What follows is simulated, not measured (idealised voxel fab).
The process module that follows is named voxel self aligned contacts.
FYI the section here is cut, 250 nm wide, cells are 5 nm squares.
Cross-sections here: square-cell grids, written as top-down lists of bands, a band being one or more rows of cells. Look at the band entry: it leads with the top's height and the bottom's height in nm. Then it lists the materials left to right, with a width in nm for each. The word "everywhere" on a single material says that material fills the band edge to edge. The word "empty" is empty space. Beneath 0, the wafer as received is one material, and that level is where height counting begins. The lowest band goes on downward without a bottom; it is written like "from 0 down". Think of "30->40" as a width that walks from the first number to the second as you go down the band, top row to bottom row, taking equal-sized steps from row to row. It should be understood that the words "nothing was modified", when stated for a given step, signify that the cross-section underwent no change in any of its cells during that step. Empty spaces without an open route to the top, at least 8 cells in extent, make up the entry "Voids, fully enclosed"; each is given as width x height at distance, where the distance is measured from the left edge, and all are in nm. The remark found on a step's line after its settings is issued by the simulator itself and pertains to that step. The line of a step may include "overlay nm". On a step with a mask, this value is how far to the right of its planned place the mask lay. A negative value means the mask lay to the left.

**Set out below are the planned steps of the process**
| 1 | RECEIVE (material Si) |
| 2 | CONFORMAL_DEP (material SiO2; thk nm 5) |
| 3 | DIRECTIONAL_DEP (material polySi; thk nm 30) |
| 4 | DIRECTIONAL_DEP (material SiN; thk nm 15) |
| 5 | PATTERN (tone cover; mask id GATE; material resist; width nm 35; pitch nm 60; thk nm 15; overlay nm 0) |
| 6 | DIRECTIONAL_ETCH (etch materials SiN; depth nm 15) |
| 7 | DIRECTIONAL_ETCH (etch materials polySi; depth nm 30) |
| 8 | STRIP (etch materials resist) |
| 9 | CONFORMAL_DEP (material SiN; thk nm 5) |
| 10 | DIRECTIONAL_ETCH (etch materials SiN; depth nm 5) |
| 11 | FILL_DEP (material SiO2; thk nm 15) |
| 12 | CMP (height nm 60) |
| 13 | PATTERN (tone open; mask id CONTACT; material resist; width nm 35; pitch nm 60; thk nm 15; overlay nm 0) |
| 14 | DIRECTIONAL_ETCH (etch materials SiO2; depth nm 60) |
| 15 | STRIP (etch materials resist) |
| 16 | CONFORMAL_DEP (material TiN; thk nm 5) |
| 17 | FILL_DEP (material Ru; thk nm 5) |
| 18 | CMP (height nm 60) |
| 19 | CONFORMAL_DEP (material SiCN; thk nm 5) |

**The first of two wafers, run as planned**

**Wafer cross-section on receipt, i.e. after step 1**
- from 0 down = Si everywhere
- Voids, fully enclosed: none

**Cross-sectional representation of the wafer at the conclusion of step 2**
- from 5 to 0 = SiO2 everywhere
- Lower than 0, everything is as it was.

**Cross-sectional representation of the wafer at the conclusion of step 3**
- from 35 to 5 = polySi everywhere
- Lower than 5, everything is as it was.

**Cross-sectional representation of the wafer at the conclusion of step 4**
- from 50 to 35 = SiN everywhere
- Lower than 35, everything is as it was.

**Cross-sectional representation of the wafer at the conclusion of step 5**
- from 65 to 50 = 45 of empty, then 35 of resist, then 25 of empty, then 35 of resist, then 25 of empty, then 35 of resist, then 50 of empty
- Lower than 50, everything is as it was.

**Cross-sectional representation of the wafer at the conclusion of step 6**
- from 65 to 50 = 45 of empty, then 35 of resist, then 25 of empty, then 35 of resist, then 25 of empty, then 35 of resist, then 50 of empty
- from 50 to 35 = 45 of empty, then 35 of SiN, then 25 of empty, then 35 of SiN, then 25 of empty, then 35 of SiN, then 50 of empty
- Lower than 35, everything is as it was.

**Cross-sectional representation of the wafer at the conclusion of step 7**
- from 65 to 50 = 45 of empty, then 35 of resist, then 25 of empty, then 35 of resist, then 25 of empty, then 35 of resist, then 50 of empty
- from 50 to 35 = 45 of empty, then 35 of SiN, then 25 of empty, then 35 of SiN, then 25 of empty, then 35 of SiN, then 50 of empty
- from 35 to 5 = 45 of empty, then 35 of polySi, then 25 of empty, then 35 of polySi, then 25 of empty, then 35 of polySi, then 50 of empty
- Lower than 5, everything is as it was.

**Cross-sectional representation of the wafer at the conclusion of step 8**
- from 50 to 35 = 45 of empty, then 35 of SiN, then 25 of empty, then 35 of SiN, then 25 of empty, then 35 of SiN, then 50 of empty
- Lower than 35, everything is as it was.

**Cross-sectional representation of the wafer at the conclusion of step 9**
- from 55 to 35 = 40 of empty, then 45 of SiN, then 15 of empty, then 45 of SiN, then 15 of empty, then 45 of SiN, then 45 of empty
- from 35 to 10 = 40 of empty, then 5 of SiN, then 35 of polySi, then 5 of SiN, then 15 of empty, then 5 of SiN, then 35 of polySi, then 5 of SiN, then 15 of empty, then 5 of SiN, then 35 of polySi, then 5 of SiN, then 45 of empty
- from 10 to 5 = 45 of SiN, then 35 of polySi, then 25 of SiN, then 35 of polySi, then 25 of SiN, then 35 of polySi, then 50 of SiN
- Lower than 5, everything is as it was.

**Cross-sectional representation of the wafer at the conclusion of step 10**
- from 50 to 35 = 40 of empty, then 45 of SiN, then 15 of empty, then 45 of SiN, then 15 of empty, then 45 of SiN, then 45 of empty
- from 35 to 5 = 40 of empty, then 5 of SiN, then 35 of polySi, then 5 of SiN, then 15 of empty, then 5 of SiN, then 35 of polySi, then 5 of SiN, then 15 of empty, then 5 of SiN, then 35 of polySi, then 5 of SiN, then 45 of empty
- Lower than 5, everything is as it was.

**Cross-sectional representation of the wafer at the conclusion of step 11**
- from 65 to 50 = SiO2 everywhere
- from 50 to 35 = 40 of SiO2, then 45 of SiN, then 15 of SiO2, then 45 of SiN, then 15 of SiO2, then 45 of SiN, then 45 of SiO2
- from 35 to 5 = 40 of SiO2, then 5 of SiN, then 35 of polySi, then 5 of SiN, then 15 of SiO2, then 5 of SiN, then 35 of polySi, then 5 of SiN, then 15 of SiO2, then 5 of SiN, then 35 of polySi, then 5 of SiN, then 45 of SiO2
- Lower than 5, everything is as it was.

**Cross-sectional representation of the wafer at the conclusion of step 12**
- from 60 to 50 = SiO2 everywhere
- Lower than 50, everything is as it was.

**Cross-sectional representation of the wafer at the conclusion of step 13**
- from 75 to 60 = 75 of resist, then 35 of empty, then 25 of resist, then 35 of empty, then 80 of resist
- Lower than 60, everything is as it was.

**Cross-sectional representation of the wafer at the conclusion of step 14**
- from 75 to 60 = 75 of resist, then 35 of empty, then 25 of resist, then 35 of empty, then 80 of resist
- from 60 to 50 = 75 of SiO2, then 35 of empty, then 25 of SiO2, then 35 of empty, then 80 of SiO2
- from 50 to 35 = 40 of SiO2, then 45 of SiN, then 15 of empty, then 45 of SiN, then 15 of empty, then 45 of SiN, then 45 of SiO2
- from 35 to 5 = 40 of SiO2, then 5 of SiN, then 35 of polySi, then 5 of SiN, then 15 of empty, then 5 of SiN, then 35 of polySi, then 5 of SiN, then 15 of empty, then 5 of SiN, then 35 of polySi, then 5 of SiN, then 45 of SiO2
- from 5 to 0 = 85 of SiO2, then 15 of empty, then 45 of SiO2, then 15 of empty, then 90 of SiO2
- Lower than 0, everything is as it was.

**Cross-sectional representation of the wafer at the conclusion of step 15**
- from 60 to 50 = 75 of SiO2, then 35 of empty, then 25 of SiO2, then 35 of empty, then 80 of SiO2
- Lower than 50, everything is as it was.

**Cross-sectional representation of the wafer at the conclusion of step 16**
- from 65 to 60 = 80 of TiN, then 25 of empty, then 35 of TiN, then 25 of empty, then 85 of TiN
- from 60 to 50 = 75 of SiO2, then 5->15 of TiN, then 25->5 of empty, then 5->15 of TiN, then 25 of SiO2, then 5->15 of TiN, then 25->5 of empty, then 5->15 of TiN, then 80 of SiO2
- from 50 to 35 = 40 of SiO2, then 45 of SiN, then 5 of TiN, then 5 of empty, then 5 of TiN, then 45 of SiN, then 5 of TiN, then 5 of empty, then 5 of TiN, then 45 of SiN, then 45 of SiO2
- from 35 to 5 = 40 of SiO2, then 5 of SiN, then 35 of polySi, then 5 of SiN, then 5 of TiN, then 5 of empty, then 5 of TiN, then 5 of SiN, then 35 of polySi, then 5 of SiN, then 5 of TiN, then 5 of empty, then 5 of TiN, then 5 of SiN, then 35 of polySi, then 5 of SiN, then 45 of SiO2
- from 5 to 0 = 85 of SiO2, then 15 of TiN, then 45 of SiO2, then 15 of TiN, then 90 of SiO2
- Lower than 0, everything is as it was.

**Cross-sectional representation of the wafer at the conclusion of step 17**
- from 70 to 65 = Ru everywhere
- from 65 to 60 = 80 of TiN, then 25 of Ru, then 35 of TiN, then 25 of Ru, then 85 of TiN
- from 60 to 50 = 75 of SiO2, then 5->15 of TiN, then 25->5 of Ru, then 5->15 of TiN, then 25 of SiO2, then 5->15 of TiN, then 25->5 of Ru, then 5->15 of TiN, then 80 of SiO2
- from 50 to 35 = 40 of SiO2, then 45 of SiN, then 5 of TiN, then 5 of Ru, then 5 of TiN, then 45 of SiN, then 5 of TiN, then 5 of Ru, then 5 of TiN, then 45 of SiN, then 45 of SiO2
- from 35 to 5 = 40 of SiO2, then 5 of SiN, then 35 of polySi, then 5 of SiN, then 5 of TiN, then 5 of Ru, then 5 of TiN, then 5 of SiN, then 35 of polySi, then 5 of SiN, then 5 of TiN, then 5 of Ru, then 5 of TiN, then 5 of SiN, then 35 of polySi, then 5 of SiN, then 45 of SiO2
- Lower than 5, everything is as it was.

**Cross-sectional representation of the wafer at the conclusion of step 18**
- from 60 to 50 = 75 of SiO2, then 5->15 of TiN, then 25->5 of Ru, then 5->15 of TiN, then 25 of SiO2, then 5->15 of TiN, then 25->5 of Ru, then 5->15 of TiN, then 80 of SiO2
- Lower than 50, everything is as it was.

**Cross-sectional representation of the wafer at the conclusion of step 19**
- from 65 to 60 = SiCN everywhere
- Lower than 60, everything is as it was.

**Wafer two. Identical start, identical plan. One mistake in execution. Identical history through step 1**

Second wafer, cut view, end of step 2 per plan: nothing was modified

**Second wafer, cut view, end of step 3 per plan**
- from 30 to 0 = polySi everywhere
- Lower than 0, everything is as it was.

**Second wafer, cut view, end of step 4 per plan**
- from 45 to 30 = SiN everywhere
- Lower than 30, everything is as it was.

**Second wafer, cut view, end of step 5 per plan**
- from 60 to 45 = 45 of empty, then 35 of resist, then 25 of empty, then 35 of resist, then 25 of empty, then 35 of resist, then 50 of empty
- Lower than 45, everything is as it was.

**Second wafer, cut view, end of step 6 per plan**
- from 60 to 45 = 45 of empty, then 35 of resist, then 25 of empty, then 35 of resist, then 25 of empty, then 35 of resist, then 50 of empty
- from 45 to 30 = 45 of empty, then 35 of SiN, then 25 of empty, then 35 of SiN, then 25 of empty, then 35 of SiN, then 50 of empty
- Lower than 30, everything is as it was.

**Second wafer, cut view, end of step 7 per plan**
- from 60 to 45 = 45 of empty, then 35 of resist, then 25 of empty, then 35 of resist, then 25 of empty, then 35 of resist, then 50 of empty
- from 45 to 30 = 45 of empty, then 35 of SiN, then 25 of empty, then 35 of SiN, then 25 of empty, then 35 of SiN, then 50 of empty
- from 30 to 0 = 45 of empty, then 35 of polySi, then 25 of empty, then 35 of polySi, then 25 of empty, then 35 of polySi, then 50 of empty
- Lower than 0, everything is as it was.

**Second wafer, cut view, end of step 8 per plan**
- from 45 to 30 = 45 of empty, then 35 of SiN, then 25 of empty, then 35 of SiN, then 25 of empty, then 35 of SiN, then 50 of empty
- Lower than 30, everything is as it was.

**Second wafer, cut view, end of step 9 per plan**
- from 50 to 30 = 40 of empty, then 45 of SiN, then 15 of empty, then 45 of SiN, then 15 of empty, then 45 of SiN, then 45 of empty
- from 30 to 5 = 40 of empty, then 5 of SiN, then 35 of polySi, then 5 of SiN, then 15 of empty, then 5 of SiN, then 35 of polySi, then 5 of SiN, then 15 of empty, then 5 of SiN, then 35 of polySi, then 5 of SiN, then 45 of empty
- from 5 to 0 = 45 of SiN, then 35 of polySi, then 25 of SiN, then 35 of polySi, then 25 of SiN, then 35 of polySi, then 50 of SiN
- Lower than 0, everything is as it was.

**Second wafer, cut view, end of step 10 per plan**
- from 45 to 30 = 40 of empty, then 45 of SiN, then 15 of empty, then 45 of SiN, then 15 of empty, then 45 of SiN, then 45 of empty
- from 30 to 0 = 40 of empty, then 5 of SiN, then 35 of polySi, then 5 of SiN, then 15 of empty, then 5 of SiN, then 35 of polySi, then 5 of SiN, then 15 of empty, then 5 of SiN, then 35 of polySi, then 5 of SiN, then 45 of empty
- Lower than 0, everything is as it was.

**Second wafer, cut view, end of step 11 per plan**
- from 60 to 45 = SiO2 everywhere
- from 45 to 30 = 40 of SiO2, then 45 of SiN, then 15 of SiO2, then 45 of SiN, then 15 of SiO2, then 45 of SiN, then 45 of SiO2
- from 30 to 0 = 40 of SiO2, then 5 of SiN, then 35 of polySi, then 5 of SiN, then 15 of SiO2, then 5 of SiN, then 35 of polySi, then 5 of SiN, then 15 of SiO2, then 5 of SiN, then 35 of polySi, then 5 of SiN, then 45 of SiO2
- Lower than 0, everything is as it was.

Second wafer, cut view, end of step 12 per plan: nothing was modified

**Second wafer, cut view, end of step 13 per plan**
- from 75 to 60 = 75 of resist, then 35 of empty, then 25 of resist, then 35 of empty, then 80 of resist
- Lower than 60, everything is as it was.

**Second wafer, cut view, end of step 14 per plan**
- from 75 to 60 = 75 of resist, then 35 of empty, then 25 of resist, then 35 of empty, then 80 of resist
- from 60 to 45 = 75 of SiO2, then 35 of empty, then 25 of SiO2, then 35 of empty, then 80 of SiO2
- from 45 to 30 = 40 of SiO2, then 45 of SiN, then 15 of empty, then 45 of SiN, then 15 of empty, then 45 of SiN, then 45 of SiO2
- from 30 to 0 = 40 of SiO2, then 5 of SiN, then 35 of polySi, then 5 of SiN, then 15 of empty, then 5 of SiN, then 35 of polySi, then 5 of SiN, then 15 of empty, then 5 of SiN, then 35 of polySi, then 5 of SiN, then 45 of SiO2
- Lower than 0, everything is as it was.

**Second wafer, cut view, end of step 15 per plan**
- from 60 to 45 = 75 of SiO2, then 35 of empty, then 25 of SiO2, then 35 of empty, then 80 of SiO2
- Lower than 45, everything is as it was.

**Second wafer, cut view, end of step 16 per plan**
- from 65 to 60 = 80 of TiN, then 25 of empty, then 35 of TiN, then 25 of empty, then 85 of TiN
- from 60 to 50 = 75 of SiO2, then 5 of TiN, then 25 of empty, then 5 of TiN, then 25 of SiO2, then 5 of TiN, then 25 of empty, then 5 of TiN, then 80 of SiO2
- from 50 to 45 = 75 of SiO2, then 15 of TiN, then 5 of empty, then 15 of TiN, then 25 of SiO2, then 15 of TiN, then 5 of empty, then 15 of TiN, then 80 of SiO2
- from 45 to 30 = 40 of SiO2, then 45 of SiN, then 5 of TiN, then 5 of empty, then 5 of TiN, then 45 of SiN, then 5 of TiN, then 5 of empty, then 5 of TiN, then 45 of SiN, then 45 of SiO2
- from 30 to 5 = 40 of SiO2, then 5 of SiN, then 35 of polySi, then 5 of SiN, then 5 of TiN, then 5 of empty, then 5 of TiN, then 5 of SiN, then 35 of polySi, then 5 of SiN, then 5 of TiN, then 5 of empty, then 5 of TiN, then 5 of SiN, then 35 of polySi, then 5 of SiN, then 45 of SiO2
- from 5 to 0 = 40 of SiO2, then 5 of SiN, then 35 of polySi, then 5 of SiN, then 15 of TiN, then 5 of SiN, then 35 of polySi, then 5 of SiN, then 15 of TiN, then 5 of SiN, then 35 of polySi, then 5 of SiN, then 45 of SiO2
- Lower than 0, everything is as it was.

**Second wafer, cut view, end of step 17 per plan**
- from 70 to 65 = Ru everywhere
- from 65 to 60 = 80 of TiN, then 25 of Ru, then 35 of TiN, then 25 of Ru, then 85 of TiN
- from 60 to 50 = 75 of SiO2, then 5 of TiN, then 25 of Ru, then 5 of TiN, then 25 of SiO2, then 5 of TiN, then 25 of Ru, then 5 of TiN, then 80 of SiO2
- from 50 to 45 = 75 of SiO2, then 15 of TiN, then 5 of Ru, then 15 of TiN, then 25 of SiO2, then 15 of TiN, then 5 of Ru, then 15 of TiN, then 80 of SiO2
- from 45 to 30 = 40 of SiO2, then 45 of SiN, then 5 of TiN, then 5 of Ru, then 5 of TiN, then 45 of SiN, then 5 of TiN, then 5 of Ru, then 5 of TiN, then 45 of SiN, then 45 of SiO2
- from 30 to 5 = 40 of SiO2, then 5 of SiN, then 35 of polySi, then 5 of SiN, then 5 of TiN, then 5 of Ru, then 5 of TiN, then 5 of SiN, then 35 of polySi, then 5 of SiN, then 5 of TiN, then 5 of Ru, then 5 of TiN, then 5 of SiN, then 35 of polySi, then 5 of SiN, then 45 of SiO2
- Lower than 5, everything is as it was.

**Second wafer, cut view, end of step 18 per plan**
- from 60 to 50 = 75 of SiO2, then 5 of TiN, then 25 of Ru, then 5 of TiN, then 25 of SiO2, then 5 of TiN, then 25 of Ru, then 5 of TiN, then 80 of SiO2
- Lower than 50, everything is as it was.

**Second wafer, cut view, end of step 19 per plan**
- from 65 to 60 = SiCN everywhere
- Lower than 60, everything is as it was.
The mistake made against the process plan was this: no execution of plan step 2; skipped
Final difference in cells, second wafer against first, listed per material as more or fewer: 8 more of Ru; 8 fewer of SiO2
